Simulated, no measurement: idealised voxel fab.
process module | voxel tone inversion
cross-section cut | 200 nm wide | cells 5 nm
A cross-section is a grid of square cells, given in bands from the top down. A band is one or more rows of cells.
Each band's line starts with the height of the band's top and of its bottom, in nm. Then come its materials from left to right, each with its width in nm. One material with "throughout" fills the band from edge to edge. "air" is empty space.
Height 0 is the level under which the wafer as received is all one material. The lowest band goes on downwards, as in "0 down".
A width such as "30 to 40" changes by the same amount from each row of cells to the next, from the band's top row to its bottom row.
"no change" after a step means that no cell of the cross-section changed.
closed voids: empty space of 8 cells or more with no open way to the top, each as width x height at its distance from the left edge, in nm
after a step's settings: what the simulator itself notes on the step
overlay nm, on a step with a mask: how far to the right of its planned place the mask lay; to the left if negative
plan
1 op RECEIVE | material Si
2 op CONFORMAL_DEP | material SiCN | thk nm 10
3 op DIRECTIONAL_DEP | material polySi | thk nm 15
4 op PATTERN | tone cover | mask id POSTS | material resist | width nm 25 | pitch nm 55 | thk nm 25 | overlay nm 0
5 op DIRECTIONAL_ETCH | etch materials polySi | depth nm 15
6 op STRIP | etch materials resist
7 op FILL_DEP | material lowk | thk nm 5
8 op CMP | height nm 25
9 op STRIP | etch materials polySi
10 op CONFORMAL_DEP | material TiN | thk nm 5
11 op FILL_DEP | material Ru | thk nm 10
12 op CMP | height nm 25
13 op CONFORMAL_DEP | material SiN | thk nm 5
as received, after step 1
  0 down: Si throughout
  closed voids: none
a wafer at the end: this start, this plan, one mistake
  20 to 15: SiN throughout
  15 to 10: lowk 30 | TiN 25 | lowk 30 | TiN 25 | lowk 30 | TiN 25 | lowk 35
  10 to 0: SiCN throughout
  0 down: Si throughout
  closed voids: none
what went wrong: step 12 ran as: op CMP | height nm 15
